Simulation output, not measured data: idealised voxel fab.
Presented below is a process module, voxel capacitor over wiring.
We display cut, a cross-section 160 nm in width whose square cells are each 5 nm.
A cross-section in this document is a grid of square cells, and it is written down as bands, the top band listed before the ones below it; a band is made up of one or more rows of cells. For a band, the entry starts with two heights in nm, that of the top and then that of the bottom, and carries on with the band's materials in order from left to right, each alongside its width in nm; the word "all across" beside a single material means it fills the band edge to edge, and "blank" means empty space. Height 0 is the level under which the wafer as received is all one material. The lowest band goes on downwards, as in "top 0, no bottom". With a width like "30 to 40", each row of cells in the band differs from the next by the same amount, the top row carrying the first number and the bottom row the second. Where a step carries "no change", the cross-section came out of it unchanged, cell for cell. "Closed void list" means: voids of 8 cells or more that are shut off from the top with no open way through. Written width x height at distance, distance from the left edge, in nm. That trailing text on a step's line, after the settings, is the simulator's own remark on the step. You can add "overlay nm" to a step's line. For a step with a mask, it describes how far the mask lay to the right of its planned position, and a negative number describes a lay to the left.
The process steps that were planned are listed below
1 RECEIVE with material Si
2 CONFORMAL_DEP with material SiO2, thk nm 15
3 DIRECTIONAL_DEP with material TiN, thk nm 5
4 DIRECTIONAL_DEP with material W, thk nm 20
5 DIRECTIONAL_DEP with material aC, thk nm 15
6 PATTERN with tone cover, mask id METAL_1, material resist, width nm 30, pitch nm 95, thk nm 30, overlay nm 0
7 DIRECTIONAL_ETCH with etch materials aC, depth nm 15
8 STRIP with etch materials resist
9 DIRECTIONAL_ETCH with etch materials W, depth nm 20
10 DIRECTIONAL_ETCH with etch materials TiN, depth nm 5
11 STRIP with etch materials aC
12 FILL_DEP with material lowk, thk nm 10
13 CMP with height nm 40
14 CONFORMAL_DEP with material SiCN, thk nm 5
15 DIRECTIONAL_DEP with material SiO2, thk nm 20
16 PATTERN with tone open, mask id PLUG_1, material resist, width nm 15, thk nm 15, overlay nm 0
17 DIRECTIONAL_ETCH with etch materials SiO2, depth nm 20
18 DIRECTIONAL_ETCH with etch materials SiCN, depth nm 5
19 STRIP with etch materials resist
20 CONFORMAL_DEP with material TiN, thk nm 5
21 FILL_DEP with material Cu, thk nm 10
22 CMP with height nm 65
23 DIRECTIONAL_DEP with material TiN, thk nm 10
24 DIRECTIONAL_DEP with material SiN, thk nm 5
25 DIRECTIONAL_DEP with material TiN, thk nm 5
26 PATTERN with tone cover, mask id UPPER_PLATE, material resist, width nm 70, thk nm 15, overlay nm 0
27 DIRECTIONAL_ETCH with etch materials TiN, depth nm 5
28 DIRECTIONAL_ETCH with etch materials SiN, depth nm 5
29 STRIP with etch materials resist
30 PATTERN with tone cover, mask id LOWER_PLATE, material resist, width nm 80, thk nm 15, overlay nm 0
31 DIRECTIONAL_ETCH with etch materials TiN, depth nm 10
32 STRIP with etch materials resist
33 FILL_DEP with material SiO2, thk nm 20
34 CMP with height nm 100
35 MASKED_ETCH with tone open, mask id PLUG_2, width nm 15, etch materials SiO2, depth nm 15, overlay nm 0
36 CONFORMAL_DEP with material TiN, thk nm 5
37 FILL_DEP with material Ru, thk nm 10
38 CMP with height nm 100
39 CONFORMAL_DEP with material SiCN, thk nm 5
Here's what the wafer looked like in cross-section when it arrived - that's after step 1
> top 0, no bottom | Si all across
> Closed void list: none
First of two wafers: cross-section at end of module, run per plan
> top 105, bottom 100 | SiCN all across
> top 100, bottom 90 | SiO2 40 nm  TiN 5 nm  Ru 5 nm  TiN 5 nm  SiO2 105 nm
> top 90, bottom 80 | SiO2 40 to 30 nm  TiN 15 to 70 nm  SiO2 105 to 60 nm
> top 80, bottom 75 | SiO2 30 nm  SiN 70 nm  SiO2 60 nm
> top 75, bottom 65 | SiO2 25 nm  TiN 80 nm  SiO2 55 nm
> top 65, bottom 45 | SiO2 30 nm  TiN 5 nm  Cu 5 nm  TiN 5 nm  SiO2 115 nm
> top 45, bottom 40 | SiCN 30 nm  TiN 15 nm  SiCN 115 nm
> top 40, bottom 20 | lowk 15 nm  W 30 nm  lowk 65 nm  W 30 nm  lowk 20 nm
> top 20, bottom 15 | lowk 15 nm  TiN 30 nm  lowk 65 nm  TiN 30 nm  lowk 20 nm
> top 15, bottom 0 | SiO2 all across
> top 0, no bottom | Si all across
> Closed void list: none
The second wafer, shown in cross-section after the module: started the same way as the first and given the same plan, yet one mistake crept into how it was run
> top 105, bottom 100 | SiCN all across
> top 100, bottom 90 | SiO2 40 nm  TiN 5 nm  Ru 5 nm  TiN 5 nm  SiO2 105 nm
> top 90, bottom 80 | SiO2 40 to 30 nm  TiN 15 to 70 nm  SiO2 105 to 60 nm
> top 80, bottom 75 | SiO2 30 nm  SiN 70 nm  SiO2 60 nm
> top 75, bottom 65 | SiO2 25 nm  TiN 80 nm  SiO2 55 nm
> top 65, bottom 45 | SiO2 30 nm  TiN 5 nm  Cu 5 nm  TiN 5 nm  SiO2 115 nm
> top 45, bottom 40 | SiCN 30 nm  TiN 15 nm  SiCN 115 nm
> top 40, bottom 20 | SiO2 all across
> top 20, bottom 15 | TiN all across
> top 15, bottom 0 | SiO2 all across
> top 0, no bottom | Si all across
> Closed void list: none
Processing error: so step 4 ended up running with a different setting than we planned, it ran as DIRECTIONAL_DEP with material SiO2, thk nm 20
Wrapping up, a cell-based count of both wafers puts the second over or under the first for these materials: SiO2: 128 more | TiN: 20 more | W: 48 fewer | lowk: 100 fewer
